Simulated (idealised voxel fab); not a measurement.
The name of this process module is voxel released beams.
This is section cut - it's 285 nm across, gridded in 5 nm square cells.
Reading order for cross-sections: top band down to bottom band. Underlying form: a grid of square cells. Band size: one or more rows of cells.
Band: top and bottom heights (nm) first, top before bottom; then materials from left to right, widths in nm. "full width" marks a sole material filling the band edge to edge. "air" denotes empty space.
Heights are expressed relative to 0, this being the level below which the as-received wafer comprises one material exclusively. The lowest band is unbounded in the downward direction and is denoted as in "z 0 and below".
Width "30..40": first value at the band's top row of cells, second value at its bottom row, equal change from row to row.
Reading "no modification" for a step: not a cell of the cross-section changed in it.
The entry titled "Tabulated closed voids" provides the empty spaces that have no open way to the top, restricted to those of 8 cells or more. Each is presented as width x height at distance, the distance being measured from the left edge, with all three in nm.
Note: text after step settings on the step line = simulator remark on that step.
Among the settings permitted on a step's line is "overlay nm"; applied to a step with a mask, it specifies the extent to which the mask lay to the right of its planned position, whereas a negative figure signifies a position to the left.
The planned process steps are enumerated hereunder:
1: op RECEIVE | material Si
2: op CONFORMAL_DEP | material SiN | thk nm 5
3: op DIRECTIONAL_DEP | material SiO2 | thk nm 20
4: op PATTERN | tone open | mask id ANCHOR | material resist | width nm 30 | thk nm 15 | overlay nm 0
5: op DIRECTIONAL_ETCH | etch materials SiO2 | depth nm 20
6: op STRIP | etch materials resist
7: op CONFORMAL_DEP | material TiN | thk nm 10
8: op DIRECTIONAL_DEP | material aC | thk nm 10
9: op PATTERN | tone cover | mask id BEAM | material resist | width nm 110 | thk nm 25 | overlay nm 0
10: op DIRECTIONAL_ETCH | etch materials aC | depth nm 10
11: op STRIP | etch materials resist
12: op DIRECTIONAL_ETCH | etch materials TiN | depth nm 10
13: op STRIP | etch materials aC
14: op STRIP | etch materials SiO2
Cross-section of the wafer as it came to us, i.e., already through step 1:
z 0 and below  Si full width
Tabulated closed voids: none
Sectioned view, first of two wafers, at the close of the module, processed as intended in the plan:
z 35 to 25  85 of air, 15 of TiN, 10 of air, 85 of TiN, 90 of air
z 25 to 15  90 of air, 10 of TiN, 10 of air, 10 of TiN, 165 of air
z 15 to 5  90 of air, 30 of TiN, 165 of air
z 5 to 0  SiN full width
z 0 and below  Si full width
Tabulated closed voids: none
Wafer two cross-section, module end. Start and plan unchanged from wafer one; one mistake made during the run:
z 30 to 20  85 of air, 15 of TiN, 10 of air, 85 of TiN, 90 of air
z 20 to 15  90 of air, 10 of TiN, 10 of air, 10 of TiN, 165 of air
z 15 to 5  90 of air, 30 of TiN, 165 of air
z 5 to 0  SiN full width
z 0 and below  Si full width
Tabulated closed voids: none
Error vs. plan: so step 3 ended up running with a different setting than we planned, it ran as op DIRECTIONAL_DEP | material SiO2 | thk nm 15
Final difference in cells, second wafer against first, listed per material as more or fewer: -4 TiN
